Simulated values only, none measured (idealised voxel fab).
You're looking at the process module voxel self aligned contacts.
Cross-section cut spans 255 nm and uses square cells 5 nm in size.
A cross-section is written here as square cells arranged in a grid, and it is given in bands from the top down, each band taking up one or more rows of cells. Basically the band line says how high the top is and how high the bottom is, in nm, and then what's in it from left to right, every material with its width in nm. Empty space shows up as "empty", and if a single material carries "full width" it runs the full band edge to edge. Height 0 is the level under which the wafer as received is all one material. The lowest band goes on downwards, as in "z 0 and below". Note: "30..40" means the width goes from the first number (top row of the band) to the second number (bottom row) in equal steps per row of cells. "same as before" after a step means that no cell of the cross-section changed. Listed in "Unvented internal voids": every empty space of 8 or more cells without an open way to the top. Form: width x height at distance, the distance being from the left edge, all in nm. Anything after a step's settings on that line? It's the simulator's own note about the step. Each step line may optionally specify "overlay nm", which for a step with a mask gives the rightward distance between the mask's planned place and where it lay, a negative value indicating the leftward direction.
The planned process steps are enumerated hereunder:
1. RECEIVE, material Si
2. CONFORMAL_DEP, material SiO2, thk nm 5
3. DIRECTIONAL_DEP, material polySi, thk nm 25
4. DIRECTIONAL_DEP, material SiN, thk nm 25
5. PATTERN, tone cover, mask id GATE, material resist, width nm 35, pitch nm 75, thk nm 15, overlay nm 0
6. DIRECTIONAL_ETCH, etch materials SiN, depth nm 25
7. DIRECTIONAL_ETCH, etch materials polySi, depth nm 25
8. STRIP, etch materials resist
9. CONFORMAL_DEP, material SiN, thk nm 10
10. DIRECTIONAL_ETCH, etch materials SiN, depth nm 10
11. FILL_DEP, material SiO2, thk nm 15
12. CMP, height nm 65
13. MASKED_ETCH, tone open, mask id CONTACT, width nm 50, pitch nm 75, etch materials SiO2, depth nm 65, overlay nm 0
14. CONFORMAL_DEP, material TiN, thk nm 5
15. FILL_DEP, material Ru, thk nm 10
16. CMP, height nm 65
17. CONFORMAL_DEP, material SiN, thk nm 5
What follows covers the first of two wafers; it ran as planned:
as received, after step 1:
* z 0 and below = Si full width
* Unvented internal voids: none
The wafer in cross-section once step 2 is complete:
* z 5 to 0 = SiO2 full width
* Below 0, the layers are the same as they were.
The wafer in cross-section once step 3 is complete:
* z 30 to 5 = polySi full width
* Below 5, the layers are the same as they were.
The wafer in cross-section once step 4 is complete:
* z 55 to 30 = SiN full width
* Below 30, the layers are the same as they were.
The wafer in cross-section once step 5 is complete:
* z 70 to 55 = 35 empty  35 resist  40 empty  35 resist  40 empty  35 resist  35 empty
* Below 55, the layers are the same as they were.
The wafer in cross-section once step 6 is complete:
* z 70 to 55 = 35 empty  35 resist  40 empty  35 resist  40 empty  35 resist  35 empty
* z 55 to 30 = 35 empty  35 SiN  40 empty  35 SiN  40 empty  35 SiN  35 empty
* Below 30, the layers are the same as they were.
The wafer in cross-section once step 7 is complete:
* z 70 to 55 = 35 empty  35 resist  40 empty  35 resist  40 empty  35 resist  35 empty
* z 55 to 30 = 35 empty  35 SiN  40 empty  35 SiN  40 empty  35 SiN  35 empty
* z 30 to 5 = 35 empty  35 polySi  40 empty  35 polySi  40 empty  35 polySi  35 empty
* Below 5, the layers are the same as they were.
The wafer in cross-section once step 8 is complete:
* z 55 to 30 = 35 empty  35 SiN  40 empty  35 SiN  40 empty  35 SiN  35 empty
* Below 30, the layers are the same as they were.
The wafer in cross-section once step 9 is complete:
* z 65 to 30 = 25 empty  55 SiN  20 empty  55 SiN  20 empty  55 SiN  25 empty
* z 30 to 15 = 25 empty  10 SiN  35 polySi  10 SiN  20 empty  10 SiN  35 polySi  10 SiN  20 empty  10 SiN  35 polySi  10 SiN  25 empty
* z 15 to 5 = 35 SiN  35 polySi  40 SiN  35 polySi  40 SiN  35 polySi  35 SiN
* Below 5, the layers are the same as they were.
The wafer in cross-section once step 10 is complete:
* z 55 to 30 = 25 empty  55 SiN  20 empty  55 SiN  20 empty  55 SiN  25 empty
* z 30 to 5 = 25 empty  10 SiN  35 polySi  10 SiN  20 empty  10 SiN  35 polySi  10 SiN  20 empty  10 SiN  35 polySi  10 SiN  25 empty
* Below 5, the layers are the same as they were.
The wafer in cross-section once step 11 is complete:
* z 70 to 55 = SiO2 full width
* z 55 to 30 = 25 SiO2  55 SiN  20 SiO2  55 SiN  20 SiO2  55 SiN  25 SiO2
* z 30 to 5 = 25 SiO2  10 SiN  35 polySi  10 SiN  20 SiO2  10 SiN  35 polySi  10 SiN  20 SiO2  10 SiN  35 polySi  10 SiN  25 SiO2
* Below 5, the layers are the same as they were.
The wafer in cross-section once step 12 is complete:
* z 65 to 55 = SiO2 full width
* Below 55, the layers are the same as they were.
The wafer in cross-section once step 13 is complete:
* z 65 to 55 = 65 SiO2  50 empty  25 SiO2  50 empty  65 SiO2
* z 55 to 30 = 25 SiO2  55 SiN  20 empty  55 SiN  20 empty  55 SiN  25 SiO2
* z 30 to 5 = 25 SiO2  10 SiN  35 polySi  10 SiN  20 empty  10 SiN  35 polySi  10 SiN  20 empty  10 SiN  35 polySi  10 SiN  25 SiO2
* z 5 to 0 = 80 SiO2  20 empty  55 SiO2  20 empty  80 SiO2
* Below 0, the layers are the same as they were.
The wafer in cross-section once step 14 is complete:
* z 70 to 65 = 70 TiN  40 empty  35 TiN  40 empty  70 TiN
* z 65 to 55 = 65 SiO2  5..20 TiN  40..10 empty  5..20 TiN  25 SiO2  5..20 TiN  40..10 empty  5..20 TiN  65 SiO2
* z 55 to 30 = 25 SiO2  55 SiN  5 TiN  10 empty  5 TiN  55 SiN  5 TiN  10 empty  5 TiN  55 SiN  25 SiO2
* z 30 to 5 = 25 SiO2  10 SiN  35 polySi  10 SiN  5 TiN  10 empty  5 TiN  10 SiN  35 polySi  10 SiN  5 TiN  10 empty  5 TiN  10 SiN  35 polySi  10 SiN  25 SiO2
* z 5 to 0 = 80 SiO2  20 TiN  55 SiO2  20 TiN  80 SiO2
* Below 0, the layers are the same as they were.
The wafer in cross-section once step 15 is complete:
* z 80 to 70 = Ru full width
* z 70 to 65 = 70 TiN  40 Ru  35 TiN  40 Ru  70 TiN
* z 65 to 55 = 65 SiO2  5..20 TiN  40..10 Ru  5..20 TiN  25 SiO2  5..20 TiN  40..10 Ru  5..20 TiN  65 SiO2
* z 55 to 30 = 25 SiO2  55 SiN  5 TiN  10 Ru  5 TiN  55 SiN  5 TiN  10 Ru  5 TiN  55 SiN  25 SiO2
* z 30 to 5 = 25 SiO2  10 SiN  35 polySi  10 SiN  5 TiN  10 Ru  5 TiN  10 SiN  35 polySi  10 SiN  5 TiN  10 Ru  5 TiN  10 SiN  35 polySi  10 SiN  25 SiO2
* Below 5, the layers are the same as they were.
The wafer in cross-section once step 16 is complete:
* z 65 to 55 = 65 SiO2  5..20 TiN  40..10 Ru  5..20 TiN  25 SiO2  5..20 TiN  40..10 Ru  5..20 TiN  65 SiO2
* Below 55, the layers are the same as they were.
The wafer in cross-section once step 17 is complete:
* z 70 to 65 = SiN full width
* Below 65, the layers are the same as they were.
Wafer two of two - same starting point, same process plan, one mistake in execution; matches wafer one up to and including step 15:
The second wafer in cross-section, at the planned close of step 16: same as before
The second wafer in cross-section, at the planned close of step 17:
* z 85 to 80 = SiN full width
* Below 80, the layers are the same as they were.
The plan and the run diverged here: the plan's step 16 was left out and never carried out
Heads up, by the end the second wafer has more or fewer cells of some materials compared to the first: Ru +118; TiN +35
